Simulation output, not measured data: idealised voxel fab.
process module | voxel ribs on slabs
cross-section cut | 300 nm wide | cells 5 nm
A cross-section is a grid of square cells, given in bands from the top down. A band is one or more rows of cells.
Each band's line starts with the height of the band's top and of its bottom, in nm. Then come its materials from left to right, each with its width in nm. One material with "throughout" fills the band from edge to edge. "air" is empty space.
Height 0 is the level under which the wafer as received is all one material. The lowest band goes on downwards, as in "0 down".
A width such as "30 to 40" changes by the same amount from each row of cells to the next, from the band's top row to its bottom row.
"no change" after a step means that no cell of the cross-section changed.
closed voids: empty space of 8 cells or more with no open way to the top, each as width x height at its distance from the left edge, in nm
after a step's settings: what the simulator itself notes on the step
overlay nm, on a step with a mask: how far to the right of its planned place the mask lay; to the left if negative
plan
1 op RECEIVE | material Si
2 op DIRECTIONAL_DEP | material SiO2 | thk nm 25
3 op DIRECTIONAL_DEP | material SiN | thk nm 15
4 op PATTERN | tone cover | mask id RIB | material resist | width nm 25 | thk nm 20 | overlay nm 0
5 op DIRECTIONAL_ETCH | etch materials SiN | depth nm 5
6 op STRIP | etch materials resist
7 op PATTERN | tone cover | mask id SLAB | material resist | width nm 85 | thk nm 15 | overlay nm 0
8 op DIRECTIONAL_ETCH | etch materials SiN | depth nm 10
9 op STRIP | etch materials resist
10 op FILL_DEP | material SiO2 | thk nm 25
11 op CMP | height nm 60
12 op DIRECTIONAL_DEP | material W | thk nm 5
13 op PATTERN | tone cover | mask id HEATER | material resist | width nm 35 | thk nm 15 | overlay nm 0
14 op DIRECTIONAL_ETCH | etch materials W | depth nm 5
15 op STRIP | etch materials resist
16 op CONFORMAL_DEP | material SiO2 | thk nm 5
as received, after step 1
  0 down: Si throughout
  closed voids: none
a wafer at the end: this start, this plan, one mistake
  70 to 65: air 125 | SiO2 45 | air 130
  65 to 60: SiO2 130 | W 35 | SiO2 135
  60 to 15: SiO2 throughout
  15 to 0: SiN throughout
  0 down: Si throughout
  closed voids: none
what went wrong: steps 2 and 3 were swapped
